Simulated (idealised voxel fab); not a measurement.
Proc. module: voxel gate over fins
Section cut is 170 nm wide and gridded with 5 nm square cells.
Square cells in a grid make up a cross-section in this document, and the grid is given as bands, listed from the top down, each one or more rows of cells. The entry gives the band's vertical extent as a top height and a bottom height in nm, then its horizontal make-up as materials from left to right, each with a width in nm. "blank" stands for empty space; a single material marked "all across" fills the band edge to edge. Note: height 0 marks the level under which the wafer is uniformly one material as received. Lowest band unbounded below, written "0 down". Width "30..40": first value at the band's top row of cells, second value at its bottom row, equal change from row to row. You'll sometimes find "nothing got changed" written for a step, and that's the way of saying that nowhere in the cross-section did a cell change during that step. Enclosed voids (no open way to top), threshold 8 cells or more, entry "Non-vented voids", notation width x height at distance, distance from left edge, nm. If you see something after the settings on a step's line, that's the simulator's own remark about that step. "overlay nm" on a masked step: distance the mask lay right of its planned place, negative for left.

[These are the steps we planned for the process]
1: RECEIVE (material Si)
2: CONFORMAL_DEP (material SiN; thk nm 10)
3: DIRECTIONAL_DEP (material aC; thk nm 15)
4: PATTERN (tone cover; mask id FINS; material resist; width nm 15; pitch nm 45; thk nm 30; overlay nm 0)
5: DIRECTIONAL_ETCH (etch materials aC; depth nm 15)
6: STRIP (etch materials resist)
7: DIRECTIONAL_ETCH (etch materials SiN; depth nm 10)
8: DIRECTIONAL_ETCH (etch materials Si; depth nm 40)
9: STRIP (etch materials aC)
10: FILL_DEP (material SiO2; thk nm 10)
11: CMP (height nm 10)
12: SELECTIVE_ETCH (etch materials SiO2; depth nm 25)
13: STRIP (etch materials SiN)
14: CONFORMAL_DEP (material HfO2; thk nm 5)
15: CONFORMAL_DEP (material TiN; thk nm 5)
16: CONFORMAL_DEP (material TiAl; thk nm 5)
17: CONFORMAL_DEP (material TiN; thk nm 5)
18: FILL_DEP (material W; thk nm 15)
19: CMP (height nm 30)
20: CONFORMAL_DEP (material SiCN; thk nm 10)

[So, the first of our two wafers, run just as we planned it]

[Wafer as received: cross-section following step 1]
	0 down = Si all across
	Non-vented voids: none

[Sectional view: wafer, after step 2]
	10 to 0 = SiN all across
	All layers under 0 are left as they were.

[Sectional view: wafer, after step 3]
	25 to 10 = aC all across
	All layers under 10 are left as they were.

[Sectional view: wafer, after step 4]
	55 to 25 = blank 55 nm; resist 15 nm; blank 30 nm; resist 15 nm; blank 55 nm
	All layers under 25 are left as they were.

[Sectional view: wafer, after step 5]
	40 to 25 = blank 55 nm; resist 15 nm; blank 30 nm; resist 15 nm; blank 55 nm
	25 to 10 = blank 55 nm; aC 15 nm; blank 30 nm; aC 15 nm; blank 55 nm
	All layers under 10 are left as they were.

[Sectional view: wafer, after step 6]
	25 to 10 = blank 55 nm; aC 15 nm; blank 30 nm; aC 15 nm; blank 55 nm
	All layers under 10 are left as they were.

[Sectional view: wafer, after step 7]
	25 to 10 = blank 55 nm; aC 15 nm; blank 30 nm; aC 15 nm; blank 55 nm
	10 to 0 = blank 55 nm; SiN 15 nm; blank 30 nm; SiN 15 nm; blank 55 nm
	All layers under 0 are left as they were.

[Sectional view: wafer, after step 8]
	25 to 10 = blank 55 nm; aC 15 nm; blank 30 nm; aC 15 nm; blank 55 nm
	10 to 0 = blank 55 nm; SiN 15 nm; blank 30 nm; SiN 15 nm; blank 55 nm
	0 to -40 = blank 55 nm; Si 15 nm; blank 30 nm; Si 15 nm; blank 55 nm
	All layers under -40 are left as they were.

[Sectional view: wafer, after step 9]
	10 to 0 = blank 55 nm; SiN 15 nm; blank 30 nm; SiN 15 nm; blank 55 nm
	All layers under 0 are left as they were.

[Sectional view: wafer, after step 10]
	20 to 10 = SiO2 all across
	10 to 0 = SiO2 55 nm; SiN 15 nm; SiO2 30 nm; SiN 15 nm; SiO2 55 nm
	0 to -40 = SiO2 55 nm; Si 15 nm; SiO2 30 nm; Si 15 nm; SiO2 55 nm
	All layers under -40 are left as they were.

[Sectional view: wafer, after step 11]
	10 to 0 = SiO2 55 nm; SiN 15 nm; SiO2 30 nm; SiN 15 nm; SiO2 55 nm
	All layers under 0 are left as they were.

[Sectional view: wafer, after step 12]
	10 to 0 = blank 55 nm; SiN 15 nm; blank 30 nm; SiN 15 nm; blank 55 nm
	0 to -15 = blank 55 nm; Si 15 nm; blank 30 nm; Si 15 nm; blank 55 nm
	All layers under -15 are left as they were.

[Sectional view: wafer, after step 13]
	0 to -15 = blank 55 nm; Si 15 nm; blank 30 nm; Si 15 nm; blank 55 nm
	All layers under -15 are left as they were.

[Sectional view: wafer, after step 14]
	5 to 0 = blank 50 nm; HfO2 25 nm; blank 20 nm; HfO2 25 nm; blank 50 nm
	0 to -10 = blank 50 nm; HfO2 5 nm; Si 15 nm; HfO2 5 nm; blank 20 nm; HfO2 5 nm; Si 15 nm; HfO2 5 nm; blank 50 nm
	-10 to -15 = HfO2 55 nm; Si 15 nm; HfO2 30 nm; Si 15 nm; HfO2 55 nm
	All layers under -15 are left as they were.

[Sectional view: wafer, after step 15]
	10 to 5 = blank 45 nm; TiN 35 nm; blank 10 nm; TiN 35 nm; blank 45 nm
	5 to 0 = blank 45 nm; TiN 5 nm; HfO2 25 nm; TiN 5 nm; blank 10 nm; TiN 5 nm; HfO2 25 nm; TiN 5 nm; blank 45 nm
	0 to -5 = blank 45 nm; TiN 5 nm; HfO2 5 nm; Si 15 nm; HfO2 5 nm; TiN 5 nm; blank 10 nm; TiN 5 nm; HfO2 5 nm; Si 15 nm; HfO2 5 nm; TiN 5 nm; blank 45 nm
	-5 to -10 = TiN 50 nm; HfO2 5 nm; Si 15 nm; HfO2 5 nm; TiN 20 nm; HfO2 5 nm; Si 15 nm; HfO2 5 nm; TiN 50 nm
	All layers under -10 are left as they were.

[Sectional view: wafer, after step 16]
	15 to 10 = blank 40 nm; TiAl 90 nm; blank 40 nm
	10 to 5 = blank 40 nm; TiAl 5 nm; TiN 35 nm; TiAl 10 nm; TiN 35 nm; TiAl 5 nm; blank 40 nm
	5 to 0 = blank 40 nm; TiAl 5 nm; TiN 5 nm; HfO2 25 nm; TiN 5 nm; TiAl 10 nm; TiN 5 nm; HfO2 25 nm; TiN 5 nm; TiAl 5 nm; blank 40 nm
	0 to -5 = TiAl 45 nm; TiN 5 nm; HfO2 5 nm; Si 15 nm; HfO2 5 nm; TiN 5 nm; TiAl 10 nm; TiN 5 nm; HfO2 5 nm; Si 15 nm; HfO2 5 nm; TiN 5 nm; TiAl 45 nm
	All layers under -5 are left as they were.

[Sectional view: wafer, after step 17]
	20 to 15 = blank 35 nm; TiN 100 nm; blank 35 nm
	15 to 10 = blank 35 nm; TiN 5 nm; TiAl 90 nm; TiN 5 nm; blank 35 nm
	10 to 5 = blank 35 nm; TiN 5 nm; TiAl 5 nm; TiN 35 nm; TiAl 10 nm; TiN 35 nm; TiAl 5 nm; TiN 5 nm; blank 35 nm
	5 to 0 = TiN 40 nm; TiAl 5 nm; TiN 5 nm; HfO2 25 nm; TiN 5 nm; TiAl 10 nm; TiN 5 nm; HfO2 25 nm; TiN 5 nm; TiAl 5 nm; TiN 40 nm
	All layers under 0 are left as they were.

[Sectional view: wafer, after step 18]
	35 to 20 = W all across
	20 to 15 = W 35 nm; TiN 100 nm; W 35 nm
	15 to 10 = W 35 nm; TiN 5 nm; TiAl 90 nm; TiN 5 nm; W 35 nm
	10 to 5 = W 35 nm; TiN 5 nm; TiAl 5 nm; TiN 35 nm; TiAl 10 nm; TiN 35 nm; TiAl 5 nm; TiN 5 nm; W 35 nm
	All layers under 5 are left as they were.

[Sectional view: wafer, after step 19]
	30 to 20 = W all across
	All layers under 20 are left as they were.

[Sectional view: wafer, after step 20]
	40 to 30 = SiCN all across
	All layers under 30 are left as they were.

[Wafer two of two - same starting point, same process plan, one mistake in execution; matches wafer one up to and including step 9]

[Second wafer: cross-section at the scheduled end of step 10]
	30 to 10 = SiO2 all across
	10 to 0 = SiO2 55 nm; SiN 15 nm; SiO2 30 nm; SiN 15 nm; SiO2 55 nm
	0 to -40 = SiO2 55 nm; Si 15 nm; SiO2 30 nm; Si 15 nm; SiO2 55 nm
	All layers under -40 are left as they were.

[Second wafer: cross-section at the scheduled end of step 11]
	10 to 0 = SiO2 55 nm; SiN 15 nm; SiO2 30 nm; SiN 15 nm; SiO2 55 nm
	All layers under 0 are left as they were.

[Second wafer: cross-section at the scheduled end of step 12]
	10 to 0 = blank 55 nm; SiN 15 nm; blank 30 nm; SiN 15 nm; blank 55 nm
	0 to -15 = blank 55 nm; Si 15 nm; blank 30 nm; Si 15 nm; blank 55 nm
	All layers under -15 are left as they were.

[Second wafer: cross-section at the scheduled end of step 13]
	0 to -15 = blank 55 nm; Si 15 nm; blank 30 nm; Si 15 nm; blank 55 nm
	All layers under -15 are left as they were.

[Second wafer: cross-section at the scheduled end of step 14]
	5 to 0 = blank 50 nm; HfO2 25 nm; blank 20 nm; HfO2 25 nm; blank 50 nm
	0 to -10 = blank 50 nm; HfO2 5 nm; Si 15 nm; HfO2 5 nm; blank 20 nm; HfO2 5 nm; Si 15 nm; HfO2 5 nm; blank 50 nm
	-10 to -15 = HfO2 55 nm; Si 15 nm; HfO2 30 nm; Si 15 nm; HfO2 55 nm
	All layers under -15 are left as they were.

[Second wafer: cross-section at the scheduled end of step 15]
	10 to 5 = blank 45 nm; TiN 35 nm; blank 10 nm; TiN 35 nm; blank 45 nm
	5 to 0 = blank 45 nm; TiN 5 nm; HfO2 25 nm; TiN 5 nm; blank 10 nm; TiN 5 nm; HfO2 25 nm; TiN 5 nm; blank 45 nm
	0 to -5 = blank 45 nm; TiN 5 nm; HfO2 5 nm; Si 15 nm; HfO2 5 nm; TiN 5 nm; blank 10 nm; TiN 5 nm; HfO2 5 nm; Si 15 nm; HfO2 5 nm; TiN 5 nm; blank 45 nm
	-5 to -10 = TiN 50 nm; HfO2 5 nm; Si 15 nm; HfO2 5 nm; TiN 20 nm; HfO2 5 nm; Si 15 nm; HfO2 5 nm; TiN 50 nm
	All layers under -10 are left as they were.

[Second wafer: cross-section at the scheduled end of step 16]
	15 to 10 = blank 40 nm; TiAl 90 nm; blank 40 nm
	10 to 5 = blank 40 nm; TiAl 5 nm; TiN 35 nm; TiAl 10 nm; TiN 35 nm; TiAl 5 nm; blank 40 nm
	5 to 0 = blank 40 nm; TiAl 5 nm; TiN 5 nm; HfO2 25 nm; TiN 5 nm; TiAl 10 nm; TiN 5 nm; HfO2 25 nm; TiN 5 nm; TiAl 5 nm; blank 40 nm
	0 to -5 = TiAl 45 nm; TiN 5 nm; HfO2 5 nm; Si 15 nm; HfO2 5 nm; TiN 5 nm; TiAl 10 nm; TiN 5 nm; HfO2 5 nm; Si 15 nm; HfO2 5 nm; TiN 5 nm; TiAl 45 nm
	All layers under -5 are left as they were.

[Second wafer: cross-section at the scheduled end of step 17]
	20 to 15 = blank 35 nm; TiN 100 nm; blank 35 nm
	15 to 10 = blank 35 nm; TiN 5 nm; TiAl 90 nm; TiN 5 nm; blank 35 nm
	10 to 5 = blank 35 nm; TiN 5 nm; TiAl 5 nm; TiN 35 nm; TiAl 10 nm; TiN 35 nm; TiAl 5 nm; TiN 5 nm; blank 35 nm
	5 to 0 = TiN 40 nm; TiAl 5 nm; TiN 5 nm; HfO2 25 nm; TiN 5 nm; TiAl 10 nm; TiN 5 nm; HfO2 25 nm; TiN 5 nm; TiAl 5 nm; TiN 40 nm
	All layers under 0 are left as they were.

[Second wafer: cross-section at the scheduled end of step 18]
	35 to 20 = W all across
	20 to 15 = W 35 nm; TiN 100 nm; W 35 nm
	15 to 10 = W 35 nm; TiN 5 nm; TiAl 90 nm; TiN 5 nm; W 35 nm
	10 to 5 = W 35 nm; TiN 5 nm; TiAl 5 nm; TiN 35 nm; TiAl 10 nm; TiN 35 nm; TiAl 5 nm; TiN 5 nm; W 35 nm
	All layers under 5 are left as they were.

[Second wafer: cross-section at the scheduled end of step 19]
	30 to 20 = W all across
	All layers under 20 are left as they were.

[Second wafer: cross-section at the scheduled end of step 20]
	40 to 30 = SiCN all across
	All layers under 30 are left as they were.
The mistake made against the process plan was this: yeah, plan step 10 got run twice
Upon completion, the cross-sectional profiles of the two wafers are identical; consequently, the error exerts no influence on the quantities computed by this model.
